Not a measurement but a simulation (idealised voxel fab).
The document below concerns the process module designated voxel released beams.
Cross-section cut: width 210 nm, square cells of 5 nm.
Cross-section = grid of square cells, listed top down in bands; band = one or more rows.
In this notation a band is specified by the heights of its top and bottom, in that order and in nm, after which its materials appear from left to right, each paired with its width in nm. The word "throughout" attached to a single material means that material fills the band from edge to edge; the word "blank" stands for empty space.
Ref level 0: as-received wafer is one material below here. Bottom band extends down with no lower bound ("top 0, no bottom").
Think of "30->40" as a width that walks from the first number to the second as you go down the band, top row to bottom row, taking equal-sized steps from row to row.
The designation "remains unaltered", where it is given for a processing step, indicates that no cell of the cross-section was altered in the course of that step.
Reported under the label "Sealed voids" are the empty spaces having no open way to the top and comprising 8 cells or more; the notation for each is width x height at distance, in which the distance is measured from the left edge and all three values are in nm.
Whatever follows a step's settings on its line is a remark the simulator itself makes about that step.
Regarding "overlay nm": on a step with a mask, it is the distance the mask lay to the right of its planned place; a negative value places it to the left.
Process steps foreseen in the plan:
1) op RECEIVE | material Si
2) op CONFORMAL_DEP | material SiN | thk nm 10
3) op DIRECTIONAL_DEP | material SiO2 | thk nm 15
4) op DIRECTIONAL_DEP | material aC | thk nm 15
5) op PATTERN | tone open | mask id ANCHOR | material resist | width nm 45 | thk nm 30 | overlay nm 0
6) op DIRECTIONAL_ETCH | etch materials aC | depth nm 15
7) op STRIP | etch materials resist
8) op DIRECTIONAL_ETCH | etch materials SiO2 | depth nm 15
9) op STRIP | etch materials aC
10) op CONFORMAL_DEP | material W | thk nm 15
11) op DIRECTIONAL_DEP | material aC | thk nm 15
12) op PATTERN | tone cover | mask id BEAM | material resist | width nm 120 | thk nm 35 | overlay nm 0
13) op DIRECTIONAL_ETCH | etch materials aC | depth nm 15
14) op STRIP | etch materials resist
15) op DIRECTIONAL_ETCH | etch materials W | depth nm 15
16) op STRIP | etch materials aC
17) op STRIP | etch materials SiO2
The first of the two wafers, which ran as planned:
Wafer at receipt (post step 1), cross-section:
- top 0, no bottom  Si throughout
- Sealed voids: none
The wafer, seen in cross-section, after step 2:
- top 10, bottom 0  SiN throughout
- Whatever lies below 0 is exactly as it was before.
The wafer, seen in cross-section, after step 3:
- top 25, bottom 10  SiO2 throughout
- Whatever lies below 10 is exactly as it was before.
The wafer, seen in cross-section, after step 4:
- top 40, bottom 25  aC throughout
- Whatever lies below 25 is exactly as it was before.
The wafer, seen in cross-section, after step 5:
- top 70, bottom 40  45 nm resist, 45 nm blank, 120 nm resist
- Whatever lies below 40 is exactly as it was before.
The wafer, seen in cross-section, after step 6:
- top 55, bottom 40  45 nm resist, 45 nm blank, 120 nm resist
- top 40, bottom 25  45 nm aC, 45 nm blank, 120 nm aC
- Whatever lies below 25 is exactly as it was before.
The wafer, seen in cross-section, after step 7:
- top 40, bottom 25  45 nm aC, 45 nm blank, 120 nm aC
- Whatever lies below 25 is exactly as it was before.
The wafer, seen in cross-section, after step 8:
- top 40, bottom 25  45 nm aC, 45 nm blank, 120 nm aC
- top 25, bottom 10  45 nm SiO2, 45 nm blank, 120 nm SiO2
- Whatever lies below 10 is exactly as it was before.
The wafer, seen in cross-section, after step 9:
- top 25, bottom 10  45 nm SiO2, 45 nm blank, 120 nm SiO2
- Whatever lies below 10 is exactly as it was before.
The wafer, seen in cross-section, after step 10:
- top 40, bottom 25  60 nm W, 15 nm blank, 135 nm W
- top 25, bottom 10  45 nm SiO2, 45 nm W, 120 nm SiO2
- Whatever lies below 10 is exactly as it was before.
The wafer, seen in cross-section, after step 11:
- top 55, bottom 40  60 nm aC, 15 nm blank, 135 nm aC
- top 40, bottom 25  60 nm W, 15 nm aC, 135 nm W
- Whatever lies below 25 is exactly as it was before.
The wafer, seen in cross-section, after step 12:
- top 90, bottom 55  40 nm blank, 120 nm resist, 50 nm blank
- top 55, bottom 40  60 nm aC, 15 nm resist, 135 nm aC
- Whatever lies below 40 is exactly as it was before.
The wafer, seen in cross-section, after step 13:
- top 75, bottom 55  40 nm blank, 120 nm resist, 50 nm blank
- top 55, bottom 40  40 nm blank, 20 nm aC, 15 nm resist, 85 nm aC, 50 nm blank
- Whatever lies below 40 is exactly as it was before.
The wafer, seen in cross-section, after step 14:
- top 55, bottom 40  40 nm blank, 20 nm aC, 15 nm blank, 85 nm aC, 50 nm blank
- Whatever lies below 40 is exactly as it was before.
The wafer, seen in cross-section, after step 15:
- top 55, bottom 40  40 nm blank, 20 nm aC, 15 nm blank, 85 nm aC, 50 nm blank
- top 40, bottom 25  40 nm blank, 20 nm W, 15 nm aC, 85 nm W, 50 nm blank
- Whatever lies below 25 is exactly as it was before.
The wafer, seen in cross-section, after step 16:
- top 40, bottom 25  40 nm blank, 20 nm W, 15 nm blank, 85 nm W, 50 nm blank
- Whatever lies below 25 is exactly as it was before.
The wafer, seen in cross-section, after step 17:
- top 40, bottom 25  40 nm blank, 20 nm W, 15 nm blank, 85 nm W, 50 nm blank
- top 25, bottom 10  45 nm blank, 45 nm W, 120 nm blank
- Whatever lies below 10 is exactly as it was before.
Wafer two: like wafer one in start and plan, but with one mistake in execution; identical up to and including step 11:
At the planned end of step 12, the second wafer in cross-section:
- top 90, bottom 55  35 nm blank, 120 nm resist, 55 nm blank
- top 55, bottom 40  60 nm aC, 15 nm resist, 135 nm aC
- Whatever lies below 40 is exactly as it was before.
At the planned end of step 13, the second wafer in cross-section:
- top 75, bottom 55  35 nm blank, 120 nm resist, 55 nm blank
- top 55, bottom 40  35 nm blank, 25 nm aC, 15 nm resist, 80 nm aC, 55 nm blank
- Whatever lies below 40 is exactly as it was before.
At the planned end of step 14, the second wafer in cross-section:
- top 55, bottom 40  35 nm blank, 25 nm aC, 15 nm blank, 80 nm aC, 55 nm blank
- Whatever lies below 40 is exactly as it was before.
At the planned end of step 15, the second wafer in cross-section:
- top 55, bottom 40  35 nm blank, 25 nm aC, 15 nm blank, 80 nm aC, 55 nm blank
- top 40, bottom 25  35 nm blank, 25 nm W, 15 nm aC, 80 nm W, 55 nm blank
- Whatever lies below 25 is exactly as it was before.
At the planned end of step 16, the second wafer in cross-section:
- top 40, bottom 25  35 nm blank, 25 nm W, 15 nm blank, 80 nm W, 55 nm blank
- Whatever lies below 25 is exactly as it was before.
At the planned end of step 17, the second wafer in cross-section:
- top 40, bottom 25  35 nm blank, 25 nm W, 15 nm blank, 80 nm W, 55 nm blank
- top 25, bottom 10  45 nm blank, 45 nm W, 120 nm blank
- Whatever lies below 10 is exactly as it was before.
Run error: step 12, actual vs plan mismatch, actual run op PATTERN | tone cover | mask id BEAM | material resist | width nm 120 | thk nm 35 | overlay nm -5
At the close, every material occupies the same number of cells on the second wafer as on the first, only in different positions.
